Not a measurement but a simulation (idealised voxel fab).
process module | voxel transistor to metal
cross-section cut | 155 nm wide | cells 5 nm
A cross-section is a grid of square cells, given in bands from the top down. A band is one or more rows of cells.
Each band's line starts with the height of the band's top and of its bottom, in nm. Then come its materials from left to right, each with its width in nm. One material with "throughout" fills the band from edge to edge. "air" is empty space.
Height 0 is the level under which the wafer as received is all one material. The lowest band goes on downwards, as in "0 down".
A width such as "30 to 40" changes by the same amount from each row of cells to the next, from the band's top row to its bottom row.
"no change" after a step means that no cell of the cross-section changed.
closed voids: empty space of 8 cells or more with no open way to the top, each as width x height at its distance from the left edge, in nm
after a step's settings: what the simulator itself notes on the step
overlay nm, on a step with a mask: how far to the right of its planned place the mask lay; to the left if negative
plan
1 op RECEIVE | material Si
2 op OXIDIZE | depth nm 5
3 op CONFORMAL_DEP | material SiN | thk nm 15
4 op DIRECTIONAL_DEP | material aC | thk nm 15
5 op PATTERN | tone cover | mask id ACTIVE | material resist | width nm 110 | thk nm 35 | overlay nm 0
6 op DIRECTIONAL_ETCH | etch materials aC | depth nm 15
7 op STRIP | etch materials resist
8 op DIRECTIONAL_ETCH | etch materials SiN | depth nm 15
9 op DIRECTIONAL_ETCH | etch materials SiO2 | depth nm 5
10 op DIRECTIONAL_ETCH | etch materials Si | depth nm 35
11 op STRIP | etch materials aC
12 op OXIDIZE | depth nm 5
13 op FILL_DEP | material SiO2 | thk nm 15
14 op CMP | height nm 15
15 op SELECTIVE_ETCH | etch materials SiO2 | depth nm 10
16 op STRIP | etch materials SiN
17 op SELECTIVE_ETCH | etch materials SiO2 | depth nm 5
18 op OXIDIZE | depth nm 5
19 op DIRECTIONAL_DEP | material polySi | thk nm 25
20 op DIRECTIONAL_DEP | material SiCN | thk nm 10
21 op DIRECTIONAL_DEP | material aC | thk nm 10
22 op PATTERN | tone cover | mask id GATE | material resist | width nm 20 | thk nm 25 | overlay nm 0
23 op DIRECTIONAL_ETCH | etch materials aC | depth nm 10
24 op STRIP | etch materials resist
25 op DIRECTIONAL_ETCH | etch materials SiCN | depth nm 20
26 op DIRECTIONAL_ETCH | etch materials polySi | depth nm 35
27 op STRIP | etch materials aC
28 op CONFORMAL_DEP | material SiN | thk nm 5
29 op DIRECTIONAL_ETCH | etch materials SiN | depth nm 5
30 op DIRECTIONAL_ETCH | etch materials SiO2 | depth nm 5
31 op DIRECTIONAL_ETCH | etch materials Si | depth nm 10
32 op EPI | material pSi | thk nm 15
33 op FILL_DEP | material SiO2 | thk nm 10
34 op CMP | height nm 30
35 op DIRECTIONAL_DEP | material SiO2 | thk nm 15
36 op MASKED_ETCH | tone open | mask id CONTACT | width nm 30 | pitch nm 60 | etch materials SiO2 | depth nm 50 | overlay nm 0
37 op CONFORMAL_DEP | material TiN | thk nm 5
38 op FILL_DEP | material Ru | thk nm 10
39 op CMP | height nm 45
40 op CONFORMAL_DEP | material SiCN | thk nm 5
41 op DIRECTIONAL_DEP | material SiO2 | thk nm 25
42 op PATTERN | tone open | mask id METAL_1 | material resist | width nm 20 | pitch nm 70 | thk nm 20 | overlay nm 0
43 op DIRECTIONAL_ETCH | etch materials SiO2 | depth nm 25
44 op DIRECTIONAL_ETCH | etch materials SiCN | depth nm 5
45 op STRIP | etch materials resist
46 op CONFORMAL_DEP | material TiN | thk nm 5
47 op FILL_DEP | material W | thk nm 5
48 op CMP | height nm 75
49 op EPI | material Ru | thk nm 5
50 op FILL_DEP | material SiCN | thk nm 5
as received, after step 1
  0 down: Si throughout
  closed voids: none
a wafer at the end: this start, this plan, one mistake
  85 to 80: SiCN throughout
  80 to 75: SiCN 25 | Ru 30 | SiCN 40 | Ru 30 | SiCN 30
  75 to 50: SiO2 30 | TiN 5 | W 10 | TiN 5 | SiO2 50 | TiN 5 | W 10 | TiN 5 | SiO2 35
  50 to 45: SiCN 30 | TiN 20 | SiCN 50 | TiN 20 | SiCN 35
  45 to 30: SiO2 30 | TiN 5 | Ru 20 | TiN 5 | SiO2 30 | TiN 5 | Ru 20 | TiN 5 | SiO2 35
  30 to 20: SiO2 30 | TiN 5 | Ru 20 | TiN 5 | SiN 5 | SiCN 20 | SiN 5 | TiN 5 | Ru 20 | TiN 5 | SiO2 35
  20 to 0: SiO2 30 | TiN 5 | Ru 20 | TiN 5 | SiN 5 | polySi 20 | SiN 5 | TiN 5 | Ru 20 | TiN 5 | SiO2 35
  0 to -5: SiO2 15 | SiN 5 | SiO2 10 | TiN 30 | SiN 5 | polySi 20 | SiN 5 | TiN 30 | SiO2 10 | SiN 5 | SiO2 20
  -5 to -10: SiO2 20 | pSi 40 | SiO2 30 | pSi 40 | SiO2 25
  -10 to -45: SiO2 25 | Si 100 | SiO2 30
  -45 down: Si throughout
  closed voids: none
what went wrong: steps 31 and 32 were swapped
